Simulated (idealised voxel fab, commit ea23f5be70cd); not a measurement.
Process module heading - voxel ribs on slabs
Section cut is 270 nm wide and gridded with 5 nm square cells.
Cross-section spec: square-cell grid; bands listed top down; each band is one or more rows.
Per band: top height and bottom height in nm, followed by the left-to-right materials and their widths in nm; "throughout" marks a single material spanning edge to edge, "empty" marks empty space.
A quick word on heights: they are counted from 0, and under that level the wafer as it came to us is one material throughout. The lowest band is different from the rest in having no bottom; it simply continues downward, written as in "0 and below".
The two numbers in a width such as "30 to 40" mark its ends across the band: the first belongs to the top row of cells, the second to the bottom row, and from each row to the next the width moves by the same amount.
The cross-section has no changed cell in any step marked "everything unchanged".
This entry, "Cavities, closed", enumerates those empty regions of no fewer than 8 cells that possess no open connection to the top. Each region is reported in the form width x height at distance, the distance being taken from the left edge, with all three quantities expressed in nm.
That trailing text on a step's line, after the settings, is the simulator's own remark on the step.
The setting "overlay nm" may be written on the line of a step. When the step uses a mask, the value reports how far to the right of the planned place the mask lay, and a negative value reports that it lay to the left.
Process steps (planned):
| 1 | RECEIVE | material Si |
| 2 | DIRECTIONAL_DEP | material SiO2 | thk nm 25 |
| 3 | DIRECTIONAL_DEP | material polySi | thk nm 25 |
| 4 | DIRECTIONAL_DEP | material aC | thk nm 15 |
| 5 | PATTERN | tone cover | mask id RIB | material resist | width nm 20 | thk nm 30 | overlay nm 0 |
| 6 | DIRECTIONAL_ETCH | etch materials aC | depth nm 15 |
| 7 | STRIP | etch materials resist |
| 8 | DIRECTIONAL_ETCH | etch materials polySi | depth nm 15 |
| 9 | STRIP | etch materials aC |
| 10 | MASKED_ETCH | tone cover | mask id SLAB | width nm 70 | etch materials polySi | depth nm 10 | overlay nm 0 |
| 11 | FILL_DEP | material SiO2 | thk nm 30 |
| 12 | CMP | height nm 70 |
| 13 | DIRECTIONAL_DEP | material TiN | thk nm 10 |
| 14 | MASKED_ETCH | tone cover | mask id HEATER | width nm 30 | etch materials TiN | depth nm 10 | overlay nm 0 |
| 15 | CONFORMAL_DEP | material SiO2 | thk nm 10 |
As-received state of the wafer in cross-section, equivalent to post-step 1:
	0 and below | Si throughout
	Cavities, closed: none
The following cross-section depicts the wafer upon conclusion of the module. Processing commenced from the starting condition illustrated above and adhered to the plan illustrated above, save for one mistake in execution:
	90 down to 80 | 110 of empty; 50 of SiO2; 110 of empty
	80 down to 70 | 120 of SiO2; 30 of TiN; 120 of SiO2
	70 down to 60 | SiO2 throughout
	60 down to 45 | 125 of SiO2; 20 of polySi; 125 of SiO2
	45 down to 35 | 100 of SiO2; 70 of polySi; 100 of SiO2
	35 down to 0 | SiO2 throughout
	0 and below | Si throughout
	Cavities, closed: none
Short version of what went wrong: the process deviated at step 2: the operation and settings actually run there were DIRECTIONAL_DEP | material SiO2 | thk nm 35
